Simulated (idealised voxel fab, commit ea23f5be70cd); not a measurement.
Process module, titled voxel quadruple lines
Cross-sectional view cut (width: 230 nm; square cell size: 5 nm).
When this document writes out a cross-section, it uses a grid of square cells and lists it as bands, beginning at the top and moving down, with a band standing for one or more rows of cells. Band: top and bottom heights (nm) first, top before bottom; then materials from left to right, widths in nm. "full width" marks a sole material filling the band edge to edge. "empty" denotes empty space. Heads up on the height convention: 0 is the point under which the incoming wafer is all one material, and the lowest band has no bottom, it just keeps going down, like "0 down". Graded width ("30 to 40"): value in top row of band = first number; value in bottom row = second number; row-to-row change constant. What does "remains unaltered" mean for a step? It means no cell of the cross-section changed in that step. Reported under the label "Entrapped voids" are the empty spaces having no open way to the top and comprising 8 cells or more; the notation for each is width x height at distance, in which the distance is measured from the left edge and all three values are in nm. What comes after the settings on a step's line is commentary from the simulator itself on that step. A step's line can hold "overlay nm"; with a mask on that step, the setting says how far right of the planned place the mask lay, while a negative setting says it lay to the left.
## Steps in the process plan
1,RECEIVE with material Si
2,CONFORMAL_DEP with material Al2O3, thk nm 5
3,DIRECTIONAL_DEP with material W, thk nm 10
4,DIRECTIONAL_DEP with material polySi, thk nm 15
5,DIRECTIONAL_DEP with material aC, thk nm 25
6,PATTERN with tone cover, mask id MANDREL, material resist, width nm 25, pitch nm 80, thk nm 35, overlay nm 0
7,DIRECTIONAL_ETCH with etch materials aC, depth nm 25
8,STRIP with etch materials resist
9,CONFORMAL_DEP with material SiO2, thk nm 15
10,DIRECTIONAL_ETCH with etch materials SiO2, depth nm 15
11,STRIP with etch materials aC
12,DIRECTIONAL_ETCH with etch materials polySi, depth nm 15
13,STRIP with etch materials SiO2
14,CONFORMAL_DEP with material SiN, thk nm 5
15,DIRECTIONAL_ETCH with etch materials SiN, depth nm 5
16,STRIP with etch materials polySi
17,DIRECTIONAL_ETCH with etch materials W, depth nm 10
18,STRIP with etch materials SiN
19,FILL_DEP with material lowk, thk nm 5
20,CMP with height nm 15
## Cross-section of the wafer at receipt, which is the condition after step 1
- 0 down = Si full width
- Entrapped voids: none
## Sectioned view, first of two wafers, at the close of the module, processed as intended in the plan
- 15 to 5 = lowk 40 nm, W 5 nm, lowk 15 nm, W 5 nm, lowk 15 nm, W 5 nm, lowk 15 nm, W 5 nm, lowk 15 nm, W 5 nm, lowk 15 nm, W 5 nm, lowk 15 nm, W 5 nm, lowk 15 nm, W 5 nm, lowk 45 nm
- 5 to 0 = Al2O3 full width
- 0 down = Si full width
- Entrapped voids: none
## Wafer two, end of module, cross-section. Same start, same plan as wafer one. One mistake in the run
- 15 to 5 = lowk 35 nm, W 5 nm, lowk 15 nm, W 5 nm, lowk 15 nm, W 5 nm, lowk 15 nm, W 5 nm, lowk 15 nm, W 5 nm, lowk 15 nm, W 5 nm, lowk 15 nm, W 5 nm, lowk 15 nm, W 5 nm, lowk 50 nm
- 5 to 0 = Al2O3 full width
- 0 down = Si full width
- Entrapped voids: none
Error vs. plan: step 6 changed vs plan, executed as PATTERN with tone cover, mask id MANDREL, material resist, width nm 25, pitch nm 80, thk nm 35, overlay nm -5
End check, second vs first wafer: material counts in cells match, positions do not.
